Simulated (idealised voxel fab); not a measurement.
Documented hereafter: the process module known as voxel air gaps.
Shown is cross-section cut, with a width of 140 nm and square cells of size 5 nm.
Cross-section, as written here: a square-cell grid given band by band from the top down, where a band holds one or more rows of cells. Look at the band entry: it leads with the top's height and the bottom's height in nm. Then it lists the materials left to right, with a width in nm for each. The word "throughout" on a single material says that material fills the band edge to edge. The word "blank" is empty space. Heads up on the height convention: 0 is the point under which the incoming wafer is all one material, and the lowest band has no bottom, it just keeps going down, like "top 0, no bottom". The two numbers in a width such as "30..40" mark its ends across the band: the first belongs to the top row of cells, the second to the bottom row, and from each row to the next the width moves by the same amount. For the purposes of this document, the phrase "no change" attached to a step denotes that no cell within the cross-section was modified by that step. Basically, "Closed empty spaces" tells you about the enclosed voids: empty spaces with no open way to the top, 8 cells or bigger, each written width x height at distance, where distance is from the left edge, all in nm. after a step's settings: what the simulator itself notes on the step. On any step carrying a mask, the "overlay nm" setting, if present on the step's line, tells how far right of its planned place the mask lay; negative values point to the left.
**Listed below are the process steps as planned**
1 RECEIVE with material Si
2 CONFORMAL_DEP with material SiO2, thk nm 15
3 CONFORMAL_DEP with material SiN, thk nm 5
4 DIRECTIONAL_DEP with material SiO2, thk nm 40
5 DIRECTIONAL_DEP with material aC, thk nm 10
6 PATTERN with tone open, mask id LINES, material resist, width nm 15, pitch nm 40, thk nm 25, overlay nm 0
7 DIRECTIONAL_ETCH with etch materials aC, depth nm 10
8 STRIP with etch materials resist
9 DIRECTIONAL_ETCH with etch materials SiO2, depth nm 40
10 STRIP with etch materials aC
11 CONFORMAL_DEP with material TiN, thk nm 5
12 FILL_DEP with material Ru, thk nm 5
13 CMP with height nm 60
14 EPI with material Ru, thk nm 10
15 SELECTIVE_ETCH with etch materials SiO2, depth nm 50
16 CONFORMAL_DEP with material SiCN, thk nm 5
**So, the first of our two wafers, run just as we planned it**
**Wafer at receipt (post step 1), cross-section**
> top 0, no bottom  Si throughout
> Closed empty spaces: none
**after step 2**
> top 15, bottom 0  SiO2 throughout
> below 0: unchanged
**after step 3**
> top 20, bottom 15  SiN throughout
> below 15: unchanged
**after step 4**
> top 60, bottom 20  SiO2 throughout
> below 20: unchanged
**after step 5**
> top 70, bottom 60  aC throughout
> below 60: unchanged
**after step 6**
> top 95, bottom 70  20 resist  15 blank  25 resist  15 blank  25 resist  15 blank  25 resist
> below 70: unchanged
**after step 7**
> top 85, bottom 70  20 resist  15 blank  25 resist  15 blank  25 resist  15 blank  25 resist
> top 70, bottom 60  20 aC  15 blank  25 aC  15 blank  25 aC  15 blank  25 aC
> below 60: unchanged
**after step 8**
> top 70, bottom 60  20 aC  15 blank  25 aC  15 blank  25 aC  15 blank  25 aC
> below 60: unchanged
**after step 9**
> top 70, bottom 60  20 aC  15 blank  25 aC  15 blank  25 aC  15 blank  25 aC
> top 60, bottom 20  20 SiO2  15 blank  25 SiO2  15 blank  25 SiO2  15 blank  25 SiO2
> below 20: unchanged
**after step 10**
> top 60, bottom 20  20 SiO2  15 blank  25 SiO2  15 blank  25 SiO2  15 blank  25 SiO2
> below 20: unchanged
**after step 11**
> top 65, bottom 60  25 TiN  5 blank  35 TiN  5 blank  35 TiN  5 blank  30 TiN
> top 60, bottom 25  20 SiO2  5 TiN  5 blank  5 TiN  25 SiO2  5 TiN  5 blank  5 TiN  25 SiO2  5 TiN  5 blank  5 TiN  25 SiO2
> top 25, bottom 20  20 SiO2  15 TiN  25 SiO2  15 TiN  25 SiO2  15 TiN  25 SiO2
> below 20: unchanged
**after step 12**
> top 70, bottom 65  Ru throughout
> top 65, bottom 60  25 TiN  5 Ru  35 TiN  5 Ru  35 TiN  5 Ru  30 TiN
> top 60, bottom 25  20 SiO2  5 TiN  5 Ru  5 TiN  25 SiO2  5 TiN  5 Ru  5 TiN  25 SiO2  5 TiN  5 Ru  5 TiN  25 SiO2
> below 25: unchanged
**after step 13**
> top 60, bottom 25  20 SiO2  5 TiN  5 Ru  5 TiN  25 SiO2  5 TiN  5 Ru  5 TiN  25 SiO2  5 TiN  5 Ru  5 TiN  25 SiO2
> below 25: unchanged
**after step 14**
> top 70, bottom 60  10 blank  35 Ru  5 blank  35 Ru  5 blank  35 Ru  15 blank
> below 60: unchanged
**after step 15**
> top 70, bottom 60  10 blank  35 Ru  5 blank  35 Ru  5 blank  35 Ru  15 blank
> top 60, bottom 25  20 blank  5 TiN  5 Ru  5 TiN  25 blank  5 TiN  5 Ru  5 TiN  25 blank  5 TiN  5 Ru  5 TiN  25 blank
> top 25, bottom 20  20 blank  15 TiN  25 blank  15 TiN  25 blank  15 TiN  25 blank
> below 20: unchanged
**after step 16**
> top 75, bottom 70  5 blank  125 SiCN  10 blank
> top 70, bottom 60  5 blank  5 SiCN  35 Ru  5 SiCN  35 Ru  5 SiCN  35 Ru  5 SiCN  10 blank
> top 60, bottom 55  5 blank  15 SiCN  5 TiN  5 Ru  5 TiN  25 SiCN  5 TiN  5 Ru  5 TiN  25 SiCN  5 TiN  5 Ru  5 TiN  15 SiCN  10 blank
> top 55, bottom 25  15 blank  5 SiCN  5 TiN  5 Ru  5 TiN  5 SiCN  15 blank  5 SiCN  5 TiN  5 Ru  5 TiN  5 SiCN  15 blank  5 SiCN  5 TiN  5 Ru  5 TiN  5 SiCN  20 blank
> top 25, bottom 20  20 SiCN  15 TiN  25 SiCN  15 TiN  25 SiCN  15 TiN  25 SiCN
> below 20: unchanged
> Closed empty spaces: 15 x 30 at 40; 15 x 30 at 80
**Second wafer, same starting state and plan as the first, one mistake in the run, identical through step 5**
**Cross-section: second wafer, time at which step 6 was scheduled to end**
> top 95, bottom 70  20 blank  15 resist  25 blank  15 resist  25 blank  15 resist  25 blank
> below 70: unchanged
**Cross-section: second wafer, time at which step 7 was scheduled to end**
> top 85, bottom 70  20 blank  15 resist  25 blank  15 resist  25 blank  15 resist  25 blank
> top 70, bottom 60  20 blank  15 aC  25 blank  15 aC  25 blank  15 aC  25 blank
> below 60: unchanged
**Cross-section: second wafer, time at which step 8 was scheduled to end**
> top 70, bottom 60  20 blank  15 aC  25 blank  15 aC  25 blank  15 aC  25 blank
> below 60: unchanged
**Cross-section: second wafer, time at which step 9 was scheduled to end**
> top 70, bottom 60  20 blank  15 aC  25 blank  15 aC  25 blank  15 aC  25 blank
> top 60, bottom 20  20 blank  15 SiO2  25 blank  15 SiO2  25 blank  15 SiO2  25 blank
> below 20: unchanged
**Cross-section: second wafer, time at which step 10 was scheduled to end**
> top 60, bottom 20  20 blank  15 SiO2  25 blank  15 SiO2  25 blank  15 SiO2  25 blank
> below 20: unchanged
**Cross-section: second wafer, time at which step 11 was scheduled to end**
> top 65, bottom 60  15 blank  25 TiN  15 blank  25 TiN  15 blank  25 TiN  20 blank
> top 60, bottom 25  15 blank  5 TiN  15 SiO2  5 TiN  15 blank  5 TiN  15 SiO2  5 TiN  15 blank  5 TiN  15 SiO2  5 TiN  20 blank
> top 25, bottom 20  20 TiN  15 SiO2  25 TiN  15 SiO2  25 TiN  15 SiO2  25 TiN
> below 20: unchanged
**Cross-section: second wafer, time at which step 12 was scheduled to end**
> top 70, bottom 65  Ru throughout
> top 65, bottom 60  15 Ru  25 TiN  15 Ru  25 TiN  15 Ru  25 TiN  20 Ru
> top 60, bottom 25  15 Ru  5 TiN  15 SiO2  5 TiN  15 Ru  5 TiN  15 SiO2  5 TiN  15 Ru  5 TiN  15 SiO2  5 TiN  20 Ru
> below 25: unchanged
**Cross-section: second wafer, time at which step 13 was scheduled to end**
> top 60, bottom 25  15 Ru  5 TiN  15 SiO2  5 TiN  15 Ru  5 TiN  15 SiO2  5 TiN  15 Ru  5 TiN  15 SiO2  5 TiN  20 Ru
> below 25: unchanged
**Cross-section: second wafer, time at which step 14 was scheduled to end**
> top 70, bottom 60  Ru throughout
> below 60: unchanged
Cross-section: second wafer, time at which step 15 was scheduled to end: no change
**Cross-section: second wafer, time at which step 16 was scheduled to end**
> top 75, bottom 70  SiCN throughout
> below 70: unchanged
Which mistake was made when the wafer was run? step 6: run off-plan, actual operation and settings PATTERN with tone cover, mask id LINES, material resist, width nm 15, pitch nm 40, thk nm 25, overlay nm 0
It is noted that, at the conclusion of processing, the second wafer exhibits a higher or lower cell count for certain materials relative to the first: Ru: 84 more; SiCN: 76 fewer; SiO2: 72 more; TiN: 10 more
At the end, the first wafer has 2 closed voids and the second wafer has 0.
